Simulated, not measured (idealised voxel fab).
The process module that follows is named voxel self aligned vias.
In the cross-section labelled cut, the width is 190 nm and each square cell is 5 nm.
Each cross-section below is a grid of square cells, stated as bands in top-down order, with one or more rows of cells making up each band. The band entry comprises the height of the band's top followed by the height of its bottom, expressed in nm, and subsequently the band's materials from left to right, each stated together with its width in nm. Where a single material is marked with the word "throughout", that material fills the band from edge to edge. The word "air" represents empty space. Zero point of the height axis is 0; under it, received wafer = one material. Lowest band: continues down indefinitely, "0 down". It should be noted that a width expressed as "30 to 40" varies in equal increments from row to row of cells within the band, taking the value of the first number at the top row and that of the second number at the bottom row. Take "no alterations made" at face value: in the step it is given for, the cross-section changed in none of its cells. "Sealed void list" specifies each empty space that is not open to the top and that occupies no fewer than 8 cells, using the form width x height at distance, the distance measured from the left edge and all three quantities in nm. Read whatever lies past the settings on a step's line as the simulator's own remark about the step. overlay nm: mask offset rightward from planned place, masked step; negative means leftward offset.

### These are the steps we planned for the process
1 op RECEIVE | material Si
2 op CONFORMAL_DEP | material SiO2 | thk nm 15
3 op CONFORMAL_DEP | material SiCN | thk nm 5
4 op DIRECTIONAL_DEP | material SiO2 | thk nm 30
5 op PATTERN | tone open | mask id LINES | material resist | width nm 20 | pitch nm 60 | thk nm 20 | overlay nm 0
6 op DIRECTIONAL_ETCH | etch materials SiO2 | depth nm 30
7 op STRIP | etch materials resist
8 op CONFORMAL_DEP | material TiN | thk nm 5
9 op FILL_DEP | material Ru | thk nm 10
10 op CMP | height nm 50
11 op SELECTIVE_ETCH | etch materials W Ru TiN | depth nm 5
12 op FILL_DEP | material SiN | thk nm 10
13 op CMP | height nm 50
14 op DIRECTIONAL_DEP | material SiO2 | thk nm 15
15 op PATTERN | tone open | mask id VIAS | material resist | width nm 40 | thk nm 15 | overlay nm 0
16 op DIRECTIONAL_ETCH | etch materials SiO2 | depth nm 15
17 op DIRECTIONAL_ETCH | etch materials SiN | depth nm 5
18 op STRIP | etch materials resist
19 op CONFORMAL_DEP | material TiN | thk nm 5
20 op FILL_DEP | material Ru | thk nm 5
21 op CMP | height nm 65
22 op CONFORMAL_DEP | material SiN | thk nm 5

### Wafer as received: cross-section following step 1
- 0 down  Si throughout
- Sealed void list: none

### Post-module cross-section of the first of two wafers (run per plan)
- 70 to 65  SiN throughout
- 65 to 55  45 SiO2 / 5 TiN / 30 Ru / 5 TiN / 105 SiO2
- 55 to 50  45 SiO2 / 15 TiN / 10 Ru / 15 TiN / 105 SiO2
- 50 to 45  55 SiO2 / 20 TiN / 40 SiO2 / 20 SiN / 55 SiO2
- 45 to 25  55 SiO2 / 5 TiN / 10 Ru / 5 TiN / 40 SiO2 / 5 TiN / 10 Ru / 5 TiN / 55 SiO2
- 25 to 20  55 SiO2 / 20 TiN / 40 SiO2 / 20 TiN / 55 SiO2
- 20 to 15  SiCN throughout
- 15 to 0  SiO2 throughout
- 0 down  Si throughout
- Sealed void list: none

### Second wafer cross-section at end of module - shared start and plan with the first, one mistake in the run
- 70 to 65  SiN throughout
- 65 to 50  45 SiO2 / 5 TiN / 30 Ru / 5 TiN / 105 SiO2
- 50 to 45  45 SiN / 40 TiN / 105 SiN
- 45 to 20  55 SiO2 / 5 TiN / 10 Ru / 5 TiN / 40 SiO2 / 5 TiN / 10 Ru / 5 TiN / 55 SiO2
- 20 to 15  55 SiO2 / 20 TiN / 40 SiO2 / 20 TiN / 55 SiO2
- 15 to 0  SiO2 throughout
- 0 down  Si throughout
- Sealed void list: none
Which mistake was made when the wafer was run? not run: step 3 of the plan (skipped)
Per the end-of-run cell counts, the second wafer holds more or fewer of some materials than the first: Ru: 8 more | SiCN: 38 fewer | SiN: 26 more | TiN: 4 more
